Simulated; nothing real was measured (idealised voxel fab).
Process module in this document: voxel air gaps
Cross-section cut: width 240 nm, square cells of 5 nm.
Throughout this document, each cross-section is represented as a grid of square cells and is presented as a sequence of bands enumerated from the top downward, where a band comprises one or more rows of cells.
Band: top height; bottom height; in nm. Then, left to right: material with width in nm, for each material. "everywhere": a single material spanning edge to edge. "blank": empty space.
We count height from 0. Below that, the starting wafer is all one material. The lowest band never ends at the bottom but goes on down; see "0 -> down" for how that is written.
With a width like "30..40", each row of cells in the band differs from the next by the same amount, the top row carrying the first number and the bottom row the second.
The designation "nothing changed", where it is given for a processing step, indicates that no cell of the cross-section was altered in the course of that step.
"Enclosed void list" means: voids of 8 cells or more that are shut off from the top with no open way through. Written width x height at distance, distance from the left edge, in nm.
The remark found on a step's line after its settings is issued by the simulator itself and pertains to that step.
Regarding "overlay nm": on a step with a mask, it is the distance the mask lay to the right of its planned place; a negative value places it to the left.
The planned process steps are enumerated hereunder
step 1: RECEIVE, material Si
step 2: CONFORMAL_DEP, material SiO2, thk nm 15
step 3: CONFORMAL_DEP, material SiN, thk nm 5
step 4: DIRECTIONAL_DEP, material SiO2, thk nm 30
step 5: MASKED_ETCH, tone open, mask id LINES, width nm 25, pitch nm 55, etch materials SiO2, depth nm 30, overlay nm 0
step 6: CONFORMAL_DEP, material TiN, thk nm 5
step 7: FILL_DEP, material W, thk nm 5
step 8: CMP, height nm 50
step 9: EPI, material Ru, thk nm 10
step 10: SELECTIVE_ETCH, etch materials SiO2, depth nm 40
step 11: CONFORMAL_DEP, material SiN, thk nm 5
first wafer, as planned
Here's what the wafer looked like in cross-section when it arrived - that's after step 1
* 0 -> down | Si everywhere
* Enclosed void list: none
Cross-sectional representation of the wafer at the conclusion of step 2
* 15 -> 0 | SiO2 everywhere
* Below a height of 0, the structure has not been altered.
Cross-sectional representation of the wafer at the conclusion of step 3
* 20 -> 15 | SiN everywhere
* Below a height of 15, the structure has not been altered.
Cross-sectional representation of the wafer at the conclusion of step 4
* 50 -> 20 | SiO2 everywhere
* Below a height of 20, the structure has not been altered.
Cross-sectional representation of the wafer at the conclusion of step 5
* 50 -> 20 | SiO2=50 / blank=25 / SiO2=30 / blank=25 / SiO2=30 / blank=25 / SiO2=55
* Below a height of 20, the structure has not been altered.
Cross-sectional representation of the wafer at the conclusion of step 6
* 55 -> 50 | TiN=55 / blank=15 / TiN=40 / blank=15 / TiN=40 / blank=15 / TiN=60
* 50 -> 25 | SiO2=50 / TiN=5 / blank=15 / TiN=5 / SiO2=30 / TiN=5 / blank=15 / TiN=5 / SiO2=30 / TiN=5 / blank=15 / TiN=5 / SiO2=55
* 25 -> 20 | SiO2=50 / TiN=25 / SiO2=30 / TiN=25 / SiO2=30 / TiN=25 / SiO2=55
* Below a height of 20, the structure has not been altered.
Cross-sectional representation of the wafer at the conclusion of step 7
* 60 -> 55 | W everywhere
* 55 -> 50 | TiN=55 / W=15 / TiN=40 / W=15 / TiN=40 / W=15 / TiN=60
* 50 -> 25 | SiO2=50 / TiN=5 / W=15 / TiN=5 / SiO2=30 / TiN=5 / W=15 / TiN=5 / SiO2=30 / TiN=5 / W=15 / TiN=5 / SiO2=55
* Below a height of 25, the structure has not been altered.
Cross-sectional representation of the wafer at the conclusion of step 8
* 50 -> 25 | SiO2=50 / TiN=5 / W=15 / TiN=5 / SiO2=30 / TiN=5 / W=15 / TiN=5 / SiO2=30 / TiN=5 / W=15 / TiN=5 / SiO2=55
* Below a height of 25, the structure has not been altered.
Cross-sectional representation of the wafer at the conclusion of step 9
* 60 -> 50 | blank=40 / Ru=45 / blank=10 / Ru=45 / blank=10 / Ru=45 / blank=45
* Below a height of 50, the structure has not been altered.
Cross-sectional representation of the wafer at the conclusion of step 10
* 60 -> 50 | blank=40 / Ru=45 / blank=10 / Ru=45 / blank=10 / Ru=45 / blank=45
* 50 -> 25 | blank=50 / TiN=5 / W=15 / TiN=5 / blank=30 / TiN=5 / W=15 / TiN=5 / blank=30 / TiN=5 / W=15 / TiN=5 / blank=55
* 25 -> 20 | blank=50 / TiN=25 / blank=30 / TiN=25 / blank=30 / TiN=25 / blank=55
* Below a height of 20, the structure has not been altered.
Cross-sectional representation of the wafer at the conclusion of step 11
* 65 -> 60 | blank=35 / SiN=165 / blank=40
* 60 -> 50 | blank=35 / SiN=5 / Ru=45 / SiN=10 / Ru=45 / SiN=10 / Ru=45 / SiN=5 / blank=40
* 50 -> 45 | blank=35 / SiN=15 / TiN=5 / W=15 / TiN=5 / SiN=30 / TiN=5 / W=15 / TiN=5 / SiN=30 / TiN=5 / W=15 / TiN=5 / SiN=15 / blank=40
* 45 -> 25 | blank=45 / SiN=5 / TiN=5 / W=15 / TiN=5 / SiN=5 / blank=20 / SiN=5 / TiN=5 / W=15 / TiN=5 / SiN=5 / blank=20 / SiN=5 / TiN=5 / W=15 / TiN=5 / SiN=5 / blank=50
* 25 -> 20 | SiN=50 / TiN=25 / SiN=30 / TiN=25 / SiN=30 / TiN=25 / SiN=55
* Below a height of 20, the structure has not been altered.
* Enclosed void list: 20 x 20 at 80; 20 x 20 at 135
The second wafer was prepared from the same starting point and under the same plan as the first; its processing contained one mistake, and it remains indistinguishable from the first wafer up to and including step 4
Cross-section, second wafer, at the end time the plan gives for step 5
* 50 -> 20 | SiO2=55 / blank=15 / SiO2=40 / blank=15 / SiO2=40 / blank=15 / SiO2=60
* Below a height of 20, the structure has not been altered.
Cross-section, second wafer, at the end time the plan gives for step 6
* 55 -> 50 | TiN=60 / blank=5 / TiN=50 / blank=5 / TiN=50 / blank=5 / TiN=65
* 50 -> 25 | SiO2=55 / TiN=5 / blank=5 / TiN=5 / SiO2=40 / TiN=5 / blank=5 / TiN=5 / SiO2=40 / TiN=5 / blank=5 / TiN=5 / SiO2=60
* 25 -> 20 | SiO2=55 / TiN=15 / SiO2=40 / TiN=15 / SiO2=40 / TiN=15 / SiO2=60
* Below a height of 20, the structure has not been altered.
Cross-section, second wafer, at the end time the plan gives for step 7
* 60 -> 55 | W everywhere
* 55 -> 50 | TiN=60 / W=5 / TiN=50 / W=5 / TiN=50 / W=5 / TiN=65
* 50 -> 25 | SiO2=55 / TiN=5 / W=5 / TiN=5 / SiO2=40 / TiN=5 / W=5 / TiN=5 / SiO2=40 / TiN=5 / W=5 / TiN=5 / SiO2=60
* Below a height of 25, the structure has not been altered.
Cross-section, second wafer, at the end time the plan gives for step 8
* 50 -> 25 | SiO2=55 / TiN=5 / W=5 / TiN=5 / SiO2=40 / TiN=5 / W=5 / TiN=5 / SiO2=40 / TiN=5 / W=5 / TiN=5 / SiO2=60
* Below a height of 25, the structure has not been altered.
Cross-section, second wafer, at the end time the plan gives for step 9
* 60 -> 50 | blank=45 / Ru=35 / blank=20 / Ru=35 / blank=20 / Ru=35 / blank=50
* Below a height of 50, the structure has not been altered.
Cross-section, second wafer, at the end time the plan gives for step 10
* 60 -> 50 | blank=45 / Ru=35 / blank=20 / Ru=35 / blank=20 / Ru=35 / blank=50
* 50 -> 25 | blank=55 / TiN=5 / W=5 / TiN=5 / blank=40 / TiN=5 / W=5 / TiN=5 / blank=40 / TiN=5 / W=5 / TiN=5 / blank=60
* 25 -> 20 | blank=55 / TiN=15 / blank=40 / TiN=15 / blank=40 / TiN=15 / blank=60
* Below a height of 20, the structure has not been altered.
Cross-section, second wafer, at the end time the plan gives for step 11
* 65 -> 60 | blank=40 / SiN=45 / blank=10 / SiN=45 / blank=10 / SiN=45 / blank=45
* 60 -> 50 | blank=40 / SiN=5 / Ru=35 / SiN=5 / blank=10 / SiN=5 / Ru=35 / SiN=5 / blank=10 / SiN=5 / Ru=35 / SiN=5 / blank=45
* 50 -> 45 | blank=40 / SiN=15 / TiN=5 / W=5 / TiN=5 / SiN=15 / blank=10 / SiN=15 / TiN=5 / W=5 / TiN=5 / SiN=15 / blank=10 / SiN=15 / TiN=5 / W=5 / TiN=5 / SiN=15 / blank=45
* 45 -> 25 | blank=50 / SiN=5 / TiN=5 / W=5 / TiN=5 / SiN=5 / blank=30 / SiN=5 / TiN=5 / W=5 / TiN=5 / SiN=5 / blank=30 / SiN=5 / TiN=5 / W=5 / TiN=5 / SiN=5 / blank=55
* 25 -> 20 | SiN=55 / TiN=15 / SiN=40 / TiN=15 / SiN=40 / TiN=15 / SiN=60
* Below a height of 20, the structure has not been altered.
Here's what went sideways: planned and actual differ for step 5; actual: MASKED_ETCH, tone open, mask id LINES, width nm 15, pitch nm 55, etch materials SiO2, depth nm 30, overlay nm 0
Heads up, by the end the second wafer has more or fewer cells of some materials compared to the first: Ru -12 | TiN -6 | W -30
So at the end we're looking at 2 closed voids on the first wafer and 0 on the second.
